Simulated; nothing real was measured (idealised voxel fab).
The document below concerns the process module designated voxel wiring stack.
This is section cut - it's 205 nm across, gridded in 5 nm square cells.
A cross-section in this document is a grid of square cells, and it is written down as bands, the top band listed before the ones below it; a band is made up of one or more rows of cells.
Quick guide to a band line: top height, bottom height (nm) up front; then every material left to right with its width in nm. Only one material and it's marked "throughout"? Then it fills the band edge to edge. And "blank" just means empty space.
Heights are expressed relative to 0, this being the level below which the as-received wafer comprises one material exclusively. The lowest band is unbounded in the downward direction and is denoted as in "0 down".
The notation "30 to 40" denotes a width that varies across the rows of cells in the band, beginning at the first number in the top row, finishing at the second number in the bottom row, and changing by an identical amount from each row to the next.
Where the words "no change occurred" appear for a step, the cross-section shows no cell changed by that step; every cell remained as before.
You'll see "closed voids" listing empty spaces that have no way open to the top, as long as they're 8 cells or more; the notation is width x height at distance, where the distance is from the left edge, and all of it is in nm.
The remark found on a step's line after its settings is issued by the simulator itself and pertains to that step.
overlay nm: step with mask; distance mask lay right of planned place; negative value = left of planned place.
Note: before/after cross-section pairs follow, one process step per pair, after-side truncated at the lowest changed band, step and settings given beneath. Different runs of this module on the same starting wafer may supply the pairs; a pair continues the one above only where the "Preceding state" entry says so.
**Preceding state**
0 down: Si throughout
closed voids: none
**Post-Step Appearance**
10 to 0: SiO2 throughout
For the remainder of the cross-section, below 0, there is no change.
closed voids: none
Between before and after above, the operation and settings are CONFORMAL_DEP: material SiO2, thk nm 10
Preceding state: This step starts from the configuration shown after the step in the pair immediately above.
**Post-Step Appearance**
15 to 10: TiN throughout
For the remainder of the cross-section, below 10, there is no change.
closed voids: none
Between before and after above, the operation and settings are DIRECTIONAL_DEP: material TiN, thk nm 5
Preceding state: This step starts from the configuration shown after the step in the pair immediately above.
**Post-Step Appearance**
35 to 15: W throughout
For the remainder of the cross-section, below 15, there is no change.
closed voids: none
Between before and after above, the operation and settings are DIRECTIONAL_DEP: material W, thk nm 20
Preceding state: This step starts from the configuration shown after the step in the pair immediately above.
**Post-Step Appearance**
50 to 35: aC throughout
For the remainder of the cross-section, below 35, there is no change.
closed voids: none
Between before and after above, the operation and settings are DIRECTIONAL_DEP: material aC, thk nm 15
Preceding state: This step starts from the configuration shown after the step in the pair immediately above.
**Post-Step Appearance**
85 to 50: 60 nm blank  30 nm resist  20 nm blank  30 nm resist  65 nm blank
For the remainder of the cross-section, below 50, there is no change.
closed voids: none
Between before and after above, the operation and settings are PATTERN: tone cover, mask id METAL_1, material resist, width nm 30, pitch nm 50, thk nm 35, overlay nm 0
Preceding state: This step starts from the configuration shown after the step in the pair immediately above.
**Post-Step Appearance**
70 to 50: 60 nm blank  30 nm resist  20 nm blank  30 nm resist  65 nm blank
50 to 35: 60 nm blank  30 nm aC  20 nm blank  30 nm aC  65 nm blank
For the remainder of the cross-section, below 35, there is no change.
closed voids: none
Between before and after above, the operation and settings are DIRECTIONAL_ETCH: etch materials aC, depth nm 15
Preceding state: This step starts from the configuration shown after the step in the pair immediately above.
**Post-Step Appearance**
50 to 35: 60 nm blank  30 nm aC  20 nm blank  30 nm aC  65 nm blank
For the remainder of the cross-section, below 35, there is no change.
closed voids: none
Between before and after above, the operation and settings are STRIP: etch materials resist
Preceding state: This step starts from the configuration shown after the step in the pair immediately above.
**Post-Step Appearance**
50 to 35: 60 nm blank  30 nm aC  20 nm blank  30 nm aC  65 nm blank
35 to 15: 60 nm blank  30 nm W  20 nm blank  30 nm W  65 nm blank
For the remainder of the cross-section, below 15, there is no change.
closed voids: none
Between before and after above, the operation and settings are DIRECTIONAL_ETCH: etch materials W, depth nm 20
Preceding state: This step starts from the configuration shown after the step in the pair immediately above.
**Post-Step Appearance**
50 to 35: 60 nm blank  30 nm aC  20 nm blank  30 nm aC  65 nm blank
35 to 15: 60 nm blank  30 nm W  20 nm blank  30 nm W  65 nm blank
15 to 10: 60 nm blank  30 nm TiN  20 nm blank  30 nm TiN  65 nm blank
For the remainder of the cross-section, below 10, there is no change.
closed voids: none
Between before and after above, the operation and settings are DIRECTIONAL_ETCH: etch materials TiN, depth nm 5
Preceding state: This step starts from the configuration shown after the step in the pair immediately above.
**Post-Step Appearance**
35 to 15: 60 nm blank  30 nm W  20 nm blank  30 nm W  65 nm blank
For the remainder of the cross-section, below 15, there is no change.
closed voids: none
Between before and after above, the operation and settings are STRIP: etch materials aC
Preceding state: This step starts from the configuration shown after the step in the pair immediately above.
**Post-Step Appearance**
40 to 35: lowk throughout
35 to 15: 60 nm lowk  30 nm W  20 nm lowk  30 nm W  65 nm lowk
15 to 10: 60 nm lowk  30 nm TiN  20 nm lowk  30 nm TiN  65 nm lowk
For the remainder of the cross-section, below 10, there is no change.
closed voids: none
Between before and after above, the operation and settings are FILL_DEP: material lowk, thk nm 5
Preceding state: This step starts from the configuration shown after the step in the pair immediately above.
**Post-Step Appearance**
35 to 15: 60 nm lowk  30 nm W  20 nm lowk  30 nm W  65 nm lowk
For the remainder of the cross-section, below 15, there is no change.
closed voids: none
Between before and after above, the operation and settings are CMP: height nm 35
Preceding state: This step starts from the configuration shown after the step in the pair immediately above.
**Post-Step Appearance**
40 to 35: SiCN throughout
For the remainder of the cross-section, below 35, there is no change.
closed voids: none
Between before and after above, the operation and settings are CONFORMAL_DEP: material SiCN, thk nm 5
Preceding state: This step starts from the configuration shown after the step in the pair immediately above.
**Post-Step Appearance**
65 to 40: lowk throughout
For the remainder of the cross-section, below 40, there is no change.
closed voids: none
Between before and after above, the operation and settings are DIRECTIONAL_DEP: material lowk, thk nm 25
Preceding state: This step starts from the configuration shown after the step in the pair immediately above.
**Post-Step Appearance**
65 to 40: 60 nm lowk  15 nm blank  35 nm lowk  15 nm blank  80 nm lowk
For the remainder of the cross-section, below 40, there is no change.
closed voids: none
Between before and after above, the operation and settings are MASKED_ETCH: tone open, mask id METAL_2_HOLES, width nm 15, pitch nm 50, etch materials lowk, depth nm 25, overlay nm 0
Preceding state: This step starts from the configuration shown after the step in the pair immediately above.
**Post-Step Appearance**
65 to 50: 60 nm lowk  30 nm blank  20 nm lowk  30 nm blank  65 nm lowk
For the remainder of the cross-section, below 50, there is no change.
closed voids: none
Between before and after above, the operation and settings are MASKED_ETCH: tone open, mask id METAL_2, width nm 30, pitch nm 50, etch materials lowk, depth nm 15, overlay nm 0
Preceding state: This step starts from the configuration shown after the step in the pair immediately above.
**Post-Step Appearance**
65 to 50: 60 nm lowk  30 nm blank  20 nm lowk  30 nm blank  65 nm lowk
50 to 40: 60 nm lowk  15 nm blank  35 nm lowk  15 nm blank  80 nm lowk
40 to 35: 60 nm SiCN  15 nm blank  35 nm SiCN  15 nm blank  80 nm SiCN
For the remainder of the cross-section, below 35, there is no change.
closed voids: none
Between before and after above, the operation and settings are MASKED_ETCH: tone open, mask id METAL_2, width nm 30, pitch nm 50, etch materials SiCN, depth nm 5, overlay nm 0
Preceding state: This step starts from the configuration shown after the step in the pair immediately above.
**Post-Step Appearance**
70 to 65: 65 nm TiN  20 nm blank  30 nm TiN  20 nm blank  70 nm TiN
65 to 55: 60 nm lowk  5 nm TiN  20 nm blank  5 nm TiN  20 nm lowk  5 nm TiN  20 nm blank  5 nm TiN  65 nm lowk
55 to 50: 60 nm lowk  5 nm TiN  5 nm blank  20 nm TiN  20 nm lowk  5 nm TiN  5 nm blank  20 nm TiN  65 nm lowk
50 to 40: 60 nm lowk  5 nm TiN  5 nm blank  5 nm TiN  35 nm lowk  5 nm TiN  5 nm blank  5 nm TiN  80 nm lowk
40 to 35: 60 nm SiCN  15 nm TiN  35 nm SiCN  15 nm TiN  80 nm SiCN
For the remainder of the cross-section, below 35, there is no change.
closed voids: none
Between before and after above, the operation and settings are CONFORMAL_DEP: material TiN, thk nm 5
Preceding state: This step starts from the configuration shown after the step in the pair immediately above.
**Post-Step Appearance**
75 to 70: Cu throughout
70 to 65: 65 nm TiN  20 nm Cu  30 nm TiN  20 nm Cu  70 nm TiN
65 to 55: 60 nm lowk  5 nm TiN  20 nm Cu  5 nm TiN  20 nm lowk  5 nm TiN  20 nm Cu  5 nm TiN  65 nm lowk
55 to 50: 60 nm lowk  5 nm TiN  5 nm Cu  20 nm TiN  20 nm lowk  5 nm TiN  5 nm Cu  20 nm TiN  65 nm lowk
50 to 40: 60 nm lowk  5 nm TiN  5 nm Cu  5 nm TiN  35 nm lowk  5 nm TiN  5 nm Cu  5 nm TiN  80 nm lowk
For the remainder of the cross-section, below 40, there is no change.
closed voids: none
Between before and after above, the operation and settings are FILL_DEP: material Cu, thk nm 5
Preceding state: This step starts from the configuration shown after the step in the pair immediately above.
**Post-Step Appearance**
65 to 55: 60 nm lowk  5 nm TiN  20 nm Cu  5 nm TiN  20 nm lowk  5 nm TiN  20 nm Cu  5 nm TiN  65 nm lowk
For the remainder of the cross-section, below 55, there is no change.
closed voids: none
Between before and after above, the operation and settings are CMP: height nm 65
Preceding state: This step starts from the configuration shown after the step in the pair immediately above.
**Post-Step Appearance**
70 to 65: SiN throughout
For the remainder of the cross-section, below 65, there is no change.
closed voids: none
Between before and after above, the operation and settings are CONFORMAL_DEP: material SiN, thk nm 5
**Preceding state**
10 to 0: SiO2 throughout
0 down: Si throughout
closed voids: none
**Post-Step Appearance**
30 to 10: W throughout
For the remainder of the cross-section, below 10, there is no change.
closed voids: none
Between before and after above, the operation and settings are DIRECTIONAL_DEP: material W, thk nm 20
Preceding state: This step starts from the configuration shown after the step in the pair immediately above.
**Post-Step Appearance**
45 to 30: aC throughout
For the remainder of the cross-section, below 30, there is no change.
closed voids: none
Between before and after above, the operation and settings are DIRECTIONAL_DEP: material aC, thk nm 15
Preceding state: This step starts from the configuration shown after the step in the pair immediately above.
**Post-Step Appearance**
80 to 45: 60 nm blank  30 nm resist  20 nm blank  30 nm resist  65 nm blank
For the remainder of the cross-section, below 45, there is no change.
closed voids: none
Between before and after above, the operation and settings are PATTERN: tone cover, mask id METAL_1, material resist, width nm 30, pitch nm 50, thk nm 35, overlay nm 0
Preceding state: This step starts from the configuration shown after the step in the pair immediately above.
**Post-Step Appearance**
65 to 45: 60 nm blank  30 nm resist  20 nm blank  30 nm resist  65 nm blank
45 to 30: 60 nm blank  30 nm aC  20 nm blank  30 nm aC  65 nm blank
For the remainder of the cross-section, below 30, there is no change.
closed voids: none
Between before and after above, the operation and settings are DIRECTIONAL_ETCH: etch materials aC, depth nm 15
Preceding state: This step starts from the configuration shown after the step in the pair immediately above.
**Post-Step Appearance**
45 to 30: 60 nm blank  30 nm aC  20 nm blank  30 nm aC  65 nm blank
For the remainder of the cross-section, below 30, there is no change.
closed voids: none
Between before and after above, the operation and settings are STRIP: etch materials resist
Preceding state: This step starts from the configuration shown after the step in the pair immediately above.
**Post-Step Appearance**
45 to 30: 60 nm blank  30 nm aC  20 nm blank  30 nm aC  65 nm blank
30 to 10: 60 nm blank  30 nm W  20 nm blank  30 nm W  65 nm blank
For the remainder of the cross-section, below 10, there is no change.
closed voids: none
Between before and after above, the operation and settings are DIRECTIONAL_ETCH: etch materials W, depth nm 20
Preceding state: This step starts from the configuration shown after the step in the pair immediately above.
**Post-Step Appearance**
30 to 10: 60 nm blank  30 nm W  20 nm blank  30 nm W  65 nm blank
For the remainder of the cross-section, below 10, there is no change.
closed voids: none
Between before and after above, the operation and settings are STRIP: etch materials aC
Preceding state: This step starts from the configuration shown after the step in the pair immediately above.
**Post-Step Appearance**
35 to 30: lowk throughout
30 to 10: 60 nm lowk  30 nm W  20 nm lowk  30 nm W  65 nm lowk
For the remainder of the cross-section, below 10, there is no change.
closed voids: none
Between before and after above, the operation and settings are FILL_DEP: material lowk, thk nm 5
Preceding state: This step starts from the configuration shown after the step in the pair immediately above.
**Post-Step Appearance**
40 to 35: SiCN throughout
For the remainder of the cross-section, below 35, there is no change.
closed voids: none
Between before and after above, the operation and settings are CONFORMAL_DEP: material SiCN, thk nm 5
Preceding state: This step starts from the configuration shown after the step in the pair immediately above.
**Post-Step Appearance**
65 to 40: lowk throughout
For the remainder of the cross-section, below 40, there is no change.
closed voids: none
Between before and after above, the operation and settings are DIRECTIONAL_DEP: material lowk, thk nm 25
Preceding state: This step starts from the configuration shown after the step in the pair immediately above.
**Post-Step Appearance**
65 to 40: 60 nm lowk  15 nm blank  35 nm lowk  15 nm blank  80 nm lowk
For the remainder of the cross-section, below 40, there is no change.
closed voids: none
Between before and after above, the operation and settings are MASKED_ETCH: tone open, mask id METAL_2_HOLES, width nm 15, pitch nm 50, etch materials lowk, depth nm 25, overlay nm 0
Preceding state: This step starts from the configuration shown after the step in the pair immediately above.
**Post-Step Appearance**
65 to 50: 60 nm lowk  30 nm blank  20 nm lowk  30 nm blank  65 nm lowk
For the remainder of the cross-section, below 50, there is no change.
closed voids: none
Between before and after above, the operation and settings are MASKED_ETCH: tone open, mask id METAL_2, width nm 30, pitch nm 50, etch materials lowk, depth nm 15, overlay nm 0
Preceding state: This step starts from the configuration shown after the step in the pair immediately above.
**Post-Step Appearance**
65 to 50: 60 nm lowk  30 nm blank  20 nm lowk  30 nm blank  65 nm lowk
50 to 40: 60 nm lowk  15 nm blank  35 nm lowk  15 nm blank  80 nm lowk
40 to 35: 60 nm SiCN  15 nm blank  35 nm SiCN  15 nm blank  80 nm SiCN
For the remainder of the cross-section, below 35, there is no change.
closed voids: none
Between before and after above, the operation and settings are MASKED_ETCH: tone open, mask id METAL_2, width nm 30, pitch nm 50, etch materials SiCN, depth nm 5, overlay nm 0
Preceding state: This step starts from the configuration shown after the step in the pair immediately above.
**Post-Step Appearance**
70 to 65: 65 nm TiN  20 nm blank  30 nm TiN  20 nm blank  70 nm TiN
65 to 55: 60 nm lowk  5 nm TiN  20 nm blank  5 nm TiN  20 nm lowk  5 nm TiN  20 nm blank  5 nm TiN  65 nm lowk
55 to 50: 60 nm lowk  5 nm TiN  5 nm blank  20 nm TiN  20 nm lowk  5 nm TiN  5 nm blank  20 nm TiN  65 nm lowk
50 to 40: 60 nm lowk  5 nm TiN  5 nm blank  5 nm TiN  35 nm lowk  5 nm TiN  5 nm blank  5 nm TiN  80 nm lowk
40 to 35: 60 nm SiCN  15 nm TiN  35 nm SiCN  15 nm TiN  80 nm SiCN
For the remainder of the cross-section, below 35, there is no change.
closed voids: none
Between before and after above, the operation and settings are CONFORMAL_DEP: material TiN, thk nm 5
Preceding state: This step starts from the configuration shown after the step in the pair immediately above.
**Post-Step Appearance**
75 to 70: Cu throughout
70 to 65: 65 nm TiN  20 nm Cu  30 nm TiN  20 nm Cu  70 nm TiN
65 to 55: 60 nm lowk  5 nm TiN  20 nm Cu  5 nm TiN  20 nm lowk  5 nm TiN  20 nm Cu  5 nm TiN  65 nm lowk
55 to 50: 60 nm lowk  5 nm TiN  5 nm Cu  20 nm TiN  20 nm lowk  5 nm TiN  5 nm Cu  20 nm TiN  65 nm lowk
50 to 40: 60 nm lowk  5 nm TiN  5 nm Cu  5 nm TiN  35 nm lowk  5 nm TiN  5 nm Cu  5 nm TiN  80 nm lowk
For the remainder of the cross-section, below 40, there is no change.
closed voids: none
Between before and after above, the operation and settings are FILL_DEP: material Cu, thk nm 5
Preceding state: This step starts from the configuration shown after the step in the pair immediately above.
**Post-Step Appearance**
65 to 55: 60 nm lowk  5 nm TiN  20 nm Cu  5 nm TiN  20 nm lowk  5 nm TiN  20 nm Cu  5 nm TiN  65 nm lowk
For the remainder of the cross-section, below 55, there is no change.
closed voids: none
Between before and after above, the operation and settings are CMP: height nm 65
Preceding state: This step starts from the configuration shown after the step in the pair immediately above.
**Post-Step Appearance**
70 to 65: SiN throughout
For the remainder of the cross-section, below 65, there is no change.
closed voids: none
Between before and after above, the operation and settings are CONFORMAL_DEP: material SiN, thk nm 5
**Preceding state**
65 to 40: lowk throughout
40 to 35: SiCN throughout
35 to 15: 60 nm lowk  30 nm W  20 nm lowk  30 nm W  65 nm lowk
15 to 10: 60 nm lowk  30 nm TiN  20 nm lowk  30 nm TiN  65 nm lowk
10 to 0: SiO2 throughout
0 down: Si throughout
closed voids: none
**Post-Step Appearance**
90 to 40: lowk throughout
For the remainder of the cross-section, below 40, there is no change.
closed voids: none
Between before and after above, the operation and settings are DIRECTIONAL_DEP: material lowk, thk nm 25
Preceding state: This step starts from the configuration shown after the step in the pair immediately above.
**Post-Step Appearance**
90 to 65: 60 nm lowk  15 nm blank  35 nm lowk  15 nm blank  80 nm lowk
For the remainder of the cross-section, below 65, there is no change.
closed voids: none
Between before and after above, the operation and settings are MASKED_ETCH: tone open, mask id METAL_2_HOLES, width nm 15, pitch nm 50, etch materials lowk, depth nm 25, overlay nm 0
Preceding state: This step starts from the configuration shown after the step in the pair immediately above.
**Post-Step Appearance**
90 to 75: 60 nm lowk  30 nm blank  20 nm lowk  30 nm blank  65 nm lowk
75 to 50: 60 nm lowk  15 nm blank  35 nm lowk  15 nm blank  80 nm lowk
For the remainder of the cross-section, below 50, there is no change.
closed voids: none
Between before and after above, the operation and settings are MASKED_ETCH: tone open, mask id METAL_2, width nm 30, pitch nm 50, etch materials lowk, depth nm 15, overlay nm 0
Preceding state: This step starts from the configuration shown after the step in the pair immediately above.
**Post-Step Appearance**
95 to 90: 65 nm TiN  20 nm blank  30 nm TiN  20 nm blank  70 nm TiN
90 to 80: 60 nm lowk  5 nm TiN  20 nm blank  5 nm TiN  20 nm lowk  5 nm TiN  20 nm blank  5 nm TiN  65 nm lowk
80 to 75: 60 nm lowk  5 nm TiN  5 nm blank  20 nm TiN  20 nm lowk  5 nm TiN  5 nm blank  20 nm TiN  65 nm lowk
75 to 55: 60 nm lowk  5 nm TiN  5 nm blank  5 nm TiN  35 nm lowk  5 nm TiN  5 nm blank  5 nm TiN  80 nm lowk
55 to 50: 60 nm lowk  15 nm TiN  35 nm lowk  15 nm TiN  80 nm lowk
For the remainder of the cross-section, below 50, there is no change.
closed voids: none
Between before and after above, the operation and settings are CONFORMAL_DEP: material TiN, thk nm 5
Preceding state: This step starts from the configuration shown after the step in the pair immediately above.
**Post-Step Appearance**
100 to 95: Cu throughout
95 to 90: 65 nm TiN  20 nm Cu  30 nm TiN  20 nm Cu  70 nm TiN
90 to 80: 60 nm lowk  5 nm TiN  20 nm Cu  5 nm TiN  20 nm lowk  5 nm TiN  20 nm Cu  5 nm TiN  65 nm lowk
80 to 75: 60 nm lowk  5 nm TiN  5 nm Cu  20 nm TiN  20 nm lowk  5 nm TiN  5 nm Cu  20 nm TiN  65 nm lowk
75 to 55: 60 nm lowk  5 nm TiN  5 nm Cu  5 nm TiN  35 nm lowk  5 nm TiN  5 nm Cu  5 nm TiN  80 nm lowk
For the remainder of the cross-section, below 55, there is no change.
closed voids: none
Between before and after above, the operation and settings are FILL_DEP: material Cu, thk nm 5
Preceding state: This step starts from the configuration shown after the step in the pair immediately above.
**Post-Step Appearance**
65 to 55: 60 nm lowk  5 nm TiN  5 nm Cu  5 nm TiN  35 nm lowk  5 nm TiN  5 nm Cu  5 nm TiN  80 nm lowk
For the remainder of the cross-section, below 55, there is no change.
closed voids: none
Between before and after above, the operation and settings are CMP: height nm 65
Preceding state: This step starts from the configuration shown after the step in the pair immediately above.
**Post-Step Appearance**
70 to 65: SiN throughout
For the remainder of the cross-section, below 65, there is no change.
closed voids: none
Between before and after above, the operation and settings are CONFORMAL_DEP: material SiN, thk nm 5
**Preceding state**
0 down: Si throughout
closed voids: none
**Post-Step Appearance**
5 to 0: TiN throughout
For the remainder of the cross-section, below 0, there is no change.
closed voids: none
Between before and after above, the operation and settings are DIRECTIONAL_DEP: material TiN, thk nm 5
Preceding state: This step starts from the configuration shown after the step in the pair immediately above.
**Post-Step Appearance**
15 to 5: SiO2 throughout
For the remainder of the cross-section, below 5, there is no change.
closed voids: none
Between before and after above, the operation and settings are CONFORMAL_DEP: material SiO2, thk nm 10
Preceding state: This step starts from the configuration shown after the step in the pair immediately above.
**Post-Step Appearance**
35 to 15: W throughout
For the remainder of the cross-section, below 15, there is no change.
closed voids: none
Between before and after above, the operation and settings are DIRECTIONAL_DEP: material W, thk nm 20
Preceding state: This step starts from the configuration shown after the step in the pair immediately above.
**Post-Step Appearance**
50 to 35: aC throughout
For the remainder of the cross-section, below 35, there is no change.
closed voids: none
Between before and after above, the operation and settings are DIRECTIONAL_DEP: material aC, thk nm 15
Preceding state: This step starts from the configuration shown after the step in the pair immediately above.
**Post-Step Appearance**
85 to 50: 60 nm blank  30 nm resist  20 nm blank  30 nm resist  65 nm blank
For the remainder of the cross-section, below 50, there is no change.
closed voids: none
Between before and after above, the operation and settings are PATTERN: tone cover, mask id METAL_1, material resist, width nm 30, pitch nm 50, thk nm 35, overlay nm 0
Preceding state: This step starts from the configuration shown after the step in the pair immediately above.
**Post-Step Appearance**
70 to 50: 60 nm blank  30 nm resist  20 nm blank  30 nm resist  65 nm blank
50 to 35: 60 nm blank  30 nm aC  20 nm blank  30 nm aC  65 nm blank
For the remainder of the cross-section, below 35, there is no change.
closed voids: none
Between before and after above, the operation and settings are DIRECTIONAL_ETCH: etch materials aC, depth nm 15
Preceding state: This step starts from the configuration shown after the step in the pair immediately above.
**Post-Step Appearance**
50 to 35: 60 nm blank  30 nm aC  20 nm blank  30 nm aC  65 nm blank
For the remainder of the cross-section, below 35, there is no change.
closed voids: none
Between before and after above, the operation and settings are STRIP: etch materials resist
Preceding state: This step starts from the configuration shown after the step in the pair immediately above.
**Post-Step Appearance**
50 to 35: 60 nm blank  30 nm aC  20 nm blank  30 nm aC  65 nm blank
35 to 15: 60 nm blank  30 nm W  20 nm blank  30 nm W  65 nm blank
For the remainder of the cross-section, below 15, there is no change.
closed voids: none
Between before and after above, the operation and settings are DIRECTIONAL_ETCH: etch materials W, depth nm 20
Preceding state: This step starts from the configuration shown after the step in the pair immediately above.
**Post-Step Appearance**
35 to 15: 60 nm blank  30 nm W  20 nm blank  30 nm W  65 nm blank
For the remainder of the cross-section, below 15, there is no change.
closed voids: none
Between before and after above, the operation and settings are STRIP: etch materials aC
Preceding state: This step starts from the configuration shown after the step in the pair immediately above.
**Post-Step Appearance**
40 to 35: lowk throughout
35 to 15: 60 nm lowk  30 nm W  20 nm lowk  30 nm W  65 nm lowk
For the remainder of the cross-section, below 15, there is no change.
closed voids: none
Between before and after above, the operation and settings are FILL_DEP: material lowk, thk nm 5
Preceding state: This step starts from the configuration shown after the step in the pair immediately above.
**Post-Step Appearance**
35 to 15: 60 nm lowk  30 nm W  20 nm lowk  30 nm W  65 nm lowk
For the remainder of the cross-section, below 15, there is no change.
closed voids: none
Between before and after above, the operation and settings are CMP: height nm 35
Preceding state: This step starts from the configuration shown after the step in the pair immediately above.
**Post-Step Appearance**
40 to 35: SiCN throughout
For the remainder of the cross-section, below 35, there is no change.
closed voids: none
Between before and after above, the operation and settings are CONFORMAL_DEP: material SiCN, thk nm 5
Preceding state: This step starts from the configuration shown after the step in the pair immediately above.
**Post-Step Appearance**
65 to 40: lowk throughout
For the remainder of the cross-section, below 40, there is no change.
closed voids: none
Between before and after above, the operation and settings are DIRECTIONAL_DEP: material lowk, thk nm 25
Preceding state: This step starts from the configuration shown after the step in the pair immediately above.
**Post-Step Appearance**
65 to 40: 60 nm lowk  15 nm blank  35 nm lowk  15 nm blank  80 nm lowk
For the remainder of the cross-section, below 40, there is no change.
closed voids: none
Between before and after above, the operation and settings are MASKED_ETCH: tone open, mask id METAL_2_HOLES, width nm 15, pitch nm 50, etch materials lowk, depth nm 25, overlay nm 0
Preceding state: This step starts from the configuration shown after the step in the pair immediately above.
**Post-Step Appearance**
65 to 50: 60 nm lowk  30 nm blank  20 nm lowk  30 nm blank  65 nm lowk
For the remainder of the cross-section, below 50, there is no change.
closed voids: none
Between before and after above, the operation and settings are MASKED_ETCH: tone open, mask id METAL_2, width nm 30, pitch nm 50, etch materials lowk, depth nm 15, overlay nm 0
Preceding state: This step starts from the configuration shown after the step in the pair immediately above.
**Post-Step Appearance**
65 to 50: 60 nm lowk  30 nm blank  20 nm lowk  30 nm blank  65 nm lowk
50 to 40: 60 nm lowk  15 nm blank  35 nm lowk  15 nm blank  80 nm lowk
40 to 35: 60 nm SiCN  15 nm blank  35 nm SiCN  15 nm blank  80 nm SiCN
For the remainder of the cross-section, below 35, there is no change.
closed voids: none
Between before and after above, the operation and settings are MASKED_ETCH: tone open, mask id METAL_2, width nm 30, pitch nm 50, etch materials SiCN, depth nm 5, overlay nm 0
Preceding state: This step starts from the configuration shown after the step in the pair immediately above.
**Post-Step Appearance**
70 to 65: 65 nm TiN  20 nm blank  30 nm TiN  20 nm blank  70 nm TiN
65 to 55: 60 nm lowk  5 nm TiN  20 nm blank  5 nm TiN  20 nm lowk  5 nm TiN  20 nm blank  5 nm TiN  65 nm lowk
55 to 50: 60 nm lowk  5 nm TiN  5 nm blank  20 nm TiN  20 nm lowk  5 nm TiN  5 nm blank  20 nm TiN  65 nm lowk
50 to 40: 60 nm lowk  5 nm TiN  5 nm blank  5 nm TiN  35 nm lowk  5 nm TiN  5 nm blank  5 nm TiN  80 nm lowk
40 to 35: 60 nm SiCN  15 nm TiN  35 nm SiCN  15 nm TiN  80 nm SiCN
For the remainder of the cross-section, below 35, there is no change.
closed voids: none
Between before and after above, the operation and settings are CONFORMAL_DEP: material TiN, thk nm 5
Preceding state: This step starts from the configuration shown after the step in the pair immediately above.
**Post-Step Appearance**
75 to 70: Cu throughout
70 to 65: 65 nm TiN  20 nm Cu  30 nm TiN  20 nm Cu  70 nm TiN
65 to 55: 60 nm lowk  5 nm TiN  20 nm Cu  5 nm TiN  20 nm lowk  5 nm TiN  20 nm Cu  5 nm TiN  65 nm lowk
55 to 50: 60 nm lowk  5 nm TiN  5 nm Cu  20 nm TiN  20 nm lowk  5 nm TiN  5 nm Cu  20 nm TiN  65 nm lowk
50 to 40: 60 nm lowk  5 nm TiN  5 nm Cu  5 nm TiN  35 nm lowk  5 nm TiN  5 nm Cu  5 nm TiN  80 nm lowk
For the remainder of the cross-section, below 40, there is no change.
closed voids: none
Between before and after above, the operation and settings are FILL_DEP: material Cu, thk nm 5
Preceding state: This step starts from the configuration shown after the step in the pair immediately above.
**Post-Step Appearance**
65 to 55: 60 nm lowk  5 nm TiN  20 nm Cu  5 nm TiN  20 nm lowk  5 nm TiN  20 nm Cu  5 nm TiN  65 nm lowk
For the remainder of the cross-section, below 55, there is no change.
closed voids: none
Between before and after above, the operation and settings are CMP: height nm 65
Preceding state: This step starts from the configuration shown after the step in the pair immediately above.
**Post-Step Appearance**
70 to 65: SiN throughout
For the remainder of the cross-section, below 65, there is no change.
closed voids: none
Between before and after above, the operation and settings are CONFORMAL_DEP: material SiN, thk nm 5
**Preceding state**
35 to 15: 60 nm lowk  30 nm W  20 nm lowk  30 nm W  65 nm lowk
15 to 10: 60 nm lowk  30 nm TiN  20 nm lowk  30 nm TiN  65 nm lowk
10 to 0: SiO2 throughout
0 down: Si throughout
closed voids: none
**Post-Step Appearance**
50 to 35: SiCN throughout
For the remainder of the cross-section, below 35, there is no change.
closed voids: none
Between before and after above, the operation and settings are CONFORMAL_DEP: material SiCN, thk nm 15
Preceding state: This step starts from the configuration shown after the step in the pair immediately above.
**Post-Step Appearance**
75 to 50: lowk throughout
For the remainder of the cross-section, below 50, there is no change.
closed voids: none
Between before and after above, the operation and settings are DIRECTIONAL_DEP: material lowk, thk nm 25
Preceding state: This step starts from the configuration shown after the step in the pair immediately above.
**Post-Step Appearance**
75 to 50: 60 nm lowk  15 nm blank  35 nm lowk  15 nm blank  80 nm lowk
For the remainder of the cross-section, below 50, there is no change.
closed voids: none
Between before and after above, the operation and settings are MASKED_ETCH: tone open, mask id METAL_2_HOLES, width nm 15, pitch nm 50, etch materials lowk, depth nm 25, overlay nm 0
Preceding state: This step starts from the configuration shown after the step in the pair immediately above.
**Post-Step Appearance**
75 to 60: 60 nm lowk  30 nm blank  20 nm lowk  30 nm blank  65 nm lowk
For the remainder of the cross-section, below 60, there is no change.
closed voids: none
Between before and after above, the operation and settings are MASKED_ETCH: tone open, mask id METAL_2, width nm 30, pitch nm 50, etch materials lowk, depth nm 15, overlay nm 0
Preceding state: This step starts from the configuration shown after the step in the pair immediately above.
**Post-Step Appearance**
75 to 60: 60 nm lowk  30 nm blank  20 nm lowk  30 nm blank  65 nm lowk
60 to 50: 60 nm lowk  15 nm blank  35 nm lowk  15 nm blank  80 nm lowk
50 to 45: 60 nm SiCN  15 nm blank  35 nm SiCN  15 nm blank  80 nm SiCN
For the remainder of the cross-section, below 45, there is no change.
closed voids: none
Between before and after above, the operation and settings are MASKED_ETCH: tone open, mask id METAL_2, width nm 30, pitch nm 50, etch materials SiCN, depth nm 5, overlay nm 0
Preceding state: This step starts from the configuration shown after the step in the pair immediately above.
**Post-Step Appearance**
80 to 75: 65 nm TiN  20 nm blank  30 nm TiN  20 nm blank  70 nm TiN
75 to 65: 60 nm lowk  5 nm TiN  20 nm blank  5 nm TiN  20 nm lowk  5 nm TiN  20 nm blank  5 nm TiN  65 nm lowk
65 to 60: 60 nm lowk  5 nm TiN  5 nm blank  20 nm TiN  20 nm lowk  5 nm TiN  5 nm blank  20 nm TiN  65 nm lowk
60 to 50: 60 nm lowk  5 nm TiN  5 nm blank  5 nm TiN  35 nm lowk  5 nm TiN  5 nm blank  5 nm TiN  80 nm lowk
50 to 45: 60 nm SiCN  15 nm TiN  35 nm SiCN  15 nm TiN  80 nm SiCN
For the remainder of the cross-section, below 45, there is no change.
closed voids: none
Between before and after above, the operation and settings are CONFORMAL_DEP: material TiN, thk nm 5
Preceding state: This step starts from the configuration shown after the step in the pair immediately above.
**Post-Step Appearance**
85 to 80: Cu throughout
80 to 75: 65 nm TiN  20 nm Cu  30 nm TiN  20 nm Cu  70 nm TiN
75 to 65: 60 nm lowk  5 nm TiN  20 nm Cu  5 nm TiN  20 nm lowk  5 nm TiN  20 nm Cu  5 nm TiN  65 nm lowk
65 to 60: 60 nm lowk  5 nm TiN  5 nm Cu  20 nm TiN  20 nm lowk  5 nm TiN  5 nm Cu  20 nm TiN  65 nm lowk
60 to 50: 60 nm lowk  5 nm TiN  5 nm Cu  5 nm TiN  35 nm lowk  5 nm TiN  5 nm Cu  5 nm TiN  80 nm lowk
For the remainder of the cross-section, below 50, there is no change.
closed voids: none
Between before and after above, the operation and settings are FILL_DEP: material Cu, thk nm 5
